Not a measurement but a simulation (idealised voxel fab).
process module | voxel transistor to metal
The width of the displayed cross-section, cut, is 160 nm; its cells are square, with a size of 5 nm.
We lay out every cross-section as a grid of square cells and spell it out in bands from the top down, where one band means one or more rows of cells.
A band entry consists of two parts. The first gives the height of the band's top and the height of its bottom, in nm. The rest lists the band's materials from left to right, each with its width in nm. A single material labelled with the word "full width" fills the band from edge to edge, and the word "blank" marks empty space.
Where do heights start? At 0: under that level the wafer as delivered is made of one material only. And the lowest band has no floor; it just carries on downward, as in "0 -> down".
A width such as "30 to 40" changes by the same amount from each row of cells to the next, from the band's top row to its bottom row.
"nothing changed" means the step left every cell of the cross-section as it was.
So "Sealed voids" is basically the list of trapped voids: any empty space of 8 cells or more that can't reach the top through an opening. They're written width x height at distance, the distance being from the left edge, and it's all nm.
That trailing text on a step's line, after the settings, is the simulator's own remark on the step.
On any step carrying a mask, the "overlay nm" setting, if present on the step's line, tells how far right of its planned place the mask lay; negative values point to the left.

**The steps planned for the process are as follows**
1: RECEIVE [material Si]
2: CONFORMAL_DEP [material SiO2] [thk nm 5]
3: CONFORMAL_DEP [material SiN] [thk nm 15]
4: MASKED_ETCH [tone cover] [mask id ACTIVE] [width nm 125] [etch materials SiN] [depth nm 15] [overlay nm 0]
5: MASKED_ETCH [tone cover] [mask id ACTIVE] [width nm 125] [etch materials SiO2] [depth nm 5] [overlay nm 0]
6: MASKED_ETCH [tone cover] [mask id ACTIVE] [width nm 125] [etch materials Si] [depth nm 25] [overlay nm 0]
7: FILL_DEP [material SiO2] [thk nm 15]
8: CMP [height nm 20]
9: SELECTIVE_ETCH [etch materials SiO2] [depth nm 15]
10: STRIP [etch materials SiN]
11: SELECTIVE_ETCH [etch materials SiO2] [depth nm 5]
12: OXIDIZE [depth nm 5]
13: DIRECTIONAL_DEP [material polySi] [thk nm 30]
14: DIRECTIONAL_DEP [material SiCN] [thk nm 10]
15: DIRECTIONAL_DEP [material aC] [thk nm 10]
16: PATTERN [tone cover] [mask id GATE] [material resist] [width nm 25] [thk nm 25] [overlay nm 0]
17: DIRECTIONAL_ETCH [etch materials aC] [depth nm 10]
18: STRIP [etch materials resist]
19: DIRECTIONAL_ETCH [etch materials SiCN] [depth nm 20]
20: DIRECTIONAL_ETCH [etch materials polySi] [depth nm 40]
21: STRIP [etch materials aC]
22: CONFORMAL_DEP [material SiO2] [thk nm 5]
23: DIRECTIONAL_ETCH [etch materials SiO2] [depth nm 5]
24: CONFORMAL_DEP [material SiN] [thk nm 10]
25: DIRECTIONAL_ETCH [etch materials SiN] [depth nm 10]
26: DIRECTIONAL_ETCH [etch materials SiO2] [depth nm 5]
27: EPI [material pSi] [thk nm 5]
28: FILL_DEP [material SiO2] [thk nm 10]
29: CMP [height nm 30]
30: STRIP [etch materials polySi]
31: SELECTIVE_ETCH [etch materials SiO2] [depth nm 5]
32: CONFORMAL_DEP [material HfO2] [thk nm 5]
33: CONFORMAL_DEP [material TiN] [thk nm 5]
34: FILL_DEP [material W] [thk nm 5]
35: CMP [height nm 25]
36: DIRECTIONAL_DEP [material SiO2] [thk nm 10]
37: PATTERN [tone open] [mask id CONTACT] [material resist] [width nm 20] [pitch nm 85] [thk nm 20] [overlay nm 0]
38: DIRECTIONAL_ETCH [etch materials SiO2] [depth nm 35]
39: STRIP [etch materials resist]
40: CONFORMAL_DEP [material TiN] [thk nm 5]
41: FILL_DEP [material Ru] [thk nm 5]
42: CMP [height nm 35]
43: DIRECTIONAL_DEP [material TiN] [thk nm 5]
44: DIRECTIONAL_DEP [material W] [thk nm 25]
45: MASKED_ETCH [tone cover] [mask id METAL_1] [width nm 20] [pitch nm 85] [etch materials W] [depth nm 25] [overlay nm 0]
46: MASKED_ETCH [tone cover] [mask id METAL_1] [width nm 20] [pitch nm 85] [etch materials TiN] [depth nm 5] [overlay nm 0]
47: CONFORMAL_DEP [material SiCN] [thk nm 5]
48: FILL_DEP [material lowk] [thk nm 10]
49: CMP [height nm 65]
50: CONFORMAL_DEP [material SiCN] [thk nm 5]
51: DIRECTIONAL_DEP [material SiO2] [thk nm 25]
52: MASKED_ETCH [tone open] [mask id METAL_2] [width nm 20] [pitch nm 85] [etch materials SiO2] [depth nm 15] [overlay nm 0]
53: DIRECTIONAL_DEP [material aC] [thk nm 15]
54: PATTERN [tone open] [mask id METAL_2_HOLES] [material resist] [width nm 15] [pitch nm 85] [thk nm 30] [overlay nm 0]
55: DIRECTIONAL_ETCH [etch materials aC] [depth nm 15]
56: STRIP [etch materials resist]
57: DIRECTIONAL_ETCH [etch materials SiO2] [depth nm 10]
58: DIRECTIONAL_ETCH [etch materials SiCN] [depth nm 5]
59: STRIP [etch materials aC]
60: CONFORMAL_DEP [material TiN] [thk nm 5]
61: FILL_DEP [material Cu] [thk nm 5]
62: CMP [height nm 95]
63: CONFORMAL_DEP [material SiCN] [thk nm 5]

**As received (post step 1): cross-section**
> 0 -> down: Si full width
> Sealed voids: none

**Here's the wafer cut in cross-section after the module, started and planned just like above, except one thing was done wrong in the run**
> 100 -> 95: SiCN full width
> 95 -> 85: SiO2 25 nm, then TiN 5 nm, then Cu 10 nm, then TiN 5 nm, then SiO2 65 nm, then TiN 5 nm, then Cu 10 nm, then TiN 5 nm, then SiO2 30 nm
> 85 -> 80: SiO2 25 nm, then TiN 5 nm, then Cu 5 nm, then TiN 10 nm, then SiO2 65 nm, then TiN 5 nm, then Cu 5 nm, then TiN 10 nm, then SiO2 30 nm
> 80 -> 70: SiO2 25 nm, then TiN 5 nm, then Cu 5 nm, then TiN 5 nm, then SiO2 70 nm, then TiN 5 nm, then Cu 5 nm, then TiN 5 nm, then SiO2 35 nm
> 70 -> 65: SiCN 25 nm, then TiN 15 nm, then SiCN 70 nm, then TiN 15 nm, then SiCN 35 nm
> 65 -> 40: lowk 20 nm, then SiCN 5 nm, then W 20 nm, then SiCN 5 nm, then lowk 55 nm, then SiCN 5 nm, then W 20 nm, then SiCN 5 nm, then lowk 25 nm
> 40 -> 35: SiCN 25 nm, then TiN 20 nm, then SiCN 65 nm, then TiN 20 nm, then SiCN 30 nm
> 35 -> 25: SiO2 25 nm, then TiN 5 nm, then Ru 10 nm, then TiN 5 nm, then SiO2 65 nm, then TiN 5 nm, then Ru 10 nm, then TiN 5 nm, then SiO2 30 nm
> 25 -> 5: SiO2 25 nm, then TiN 5 nm, then Ru 10 nm, then TiN 5 nm, then SiO2 5 nm, then SiN 10 nm, then TiN 5 nm, then W 25 nm, then TiN 5 nm, then SiN 10 nm, then SiO2 5 nm, then TiN 5 nm, then Ru 10 nm, then TiN 5 nm, then SiO2 30 nm
> 5 -> 0: SiO2 25 nm, then TiN 20 nm, then SiO2 5 nm, then SiN 10 nm, then TiN 5 nm, then W 25 nm, then TiN 5 nm, then SiN 10 nm, then SiO2 5 nm, then TiN 20 nm, then SiO2 30 nm
> 0 -> -5: SiO2 10 nm, then pSi 40 nm, then SiO2 10 nm, then TiN 35 nm, then SiO2 10 nm, then pSi 40 nm, then SiO2 15 nm
> -5 -> -25: SiO2 15 nm, then Si 125 nm, then SiO2 20 nm
> -25 -> down: Si full width
> Sealed voids: none
Short version of what went wrong: plan step 32 skipped
